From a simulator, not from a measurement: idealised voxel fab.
process module | voxel self aligned contacts
Shown is cross-section cut, with a width of 185 nm and square cells of size 5 nm.
In what follows, cross-sections appear as grids of square cells, described through bands that run from the top down, where every band is one or more rows of cells.
Basically the band line says how high the top is and how high the bottom is, in nm, and then what's in it from left to right, every material with its width in nm. Empty space shows up as "empty", and if a single material carries "everywhere" it runs the full band edge to edge.
We count height from 0. Below that, the starting wafer is all one material. The lowest band never ends at the bottom but goes on down; see "z 0 and below" for how that is written.
Width: "30 to 40" (first number = top row, second number = bottom row, same change from row to row of cells).
It should be understood that the words "no change occurred", when stated for a given step, signify that the cross-section underwent no change in any of its cells during that step.
Entry "Closed internal voids" = empty spaces >= 8 cells with no open way to the top; each as width x height at distance, distance from left edge, all nm.
Post-settings text on a step line: simulator's own remark regarding the step.
The optional step-line setting "overlay nm" applies to steps with a mask and quantifies how far to the right of its planned location the mask lay, a negative value indicating leftward placement.
[The steps planned for the process are as follows]
1) RECEIVE | material Si
2) CONFORMAL_DEP | material SiO2 | thk nm 5
3) DIRECTIONAL_DEP | material polySi | thk nm 20
4) DIRECTIONAL_DEP | material SiN | thk nm 15
5) PATTERN | tone cover | mask id GATE | material resist | width nm 30 | pitch nm 60 | thk nm 15 | overlay nm 0
6) DIRECTIONAL_ETCH | etch materials SiN | depth nm 15
7) DIRECTIONAL_ETCH | etch materials polySi | depth nm 20
8) STRIP | etch materials resist
9) CONFORMAL_DEP | material SiN | thk nm 5
10) DIRECTIONAL_ETCH | etch materials SiN | depth nm 5
11) FILL_DEP | material SiO2 | thk nm 15
12) CMP | height nm 45
13) MASKED_ETCH | tone open | mask id CONTACT | width nm 30 | pitch nm 60 | etch materials SiO2 | depth nm 45 | overlay nm 0
14) CONFORMAL_DEP | material TiN | thk nm 5
15) FILL_DEP | material W | thk nm 5
16) CMP | height nm 45
17) CONFORMAL_DEP | material SiCN | thk nm 5
The wafers in this document start out alike and differ in the width nm applied at step 13; the plan shows the value used for the first wafer.
[First wafer of several, as received: cross-section after step 1]
  z 0 and below | Si everywhere
  Closed internal voids: none
[The following table contains a row per wafer, in which are reported, at the conclusion of the module, the cells of each material gained (+) or lost (-) since the wafer's receipt, with its closed voids given thereafter]
width nm 30, +37 SiCN, +96 SiN, +89 SiO2, +44 TiN, +32 W, +72 polySi, Closed internal voids: none
width nm 35, +37 SiCN, +96 SiN, +87 SiO2, +46 TiN, +32 W, +72 polySi, Closed internal voids: none
width nm 40, +37 SiCN, +96 SiN, +85 SiO2, +48 TiN, +32 W, +72 polySi, Closed internal voids: none
width nm 45, +37 SiCN, +96 SiN, +83 SiO2, +50 TiN, +32 W, +72 polySi, Closed internal voids: none
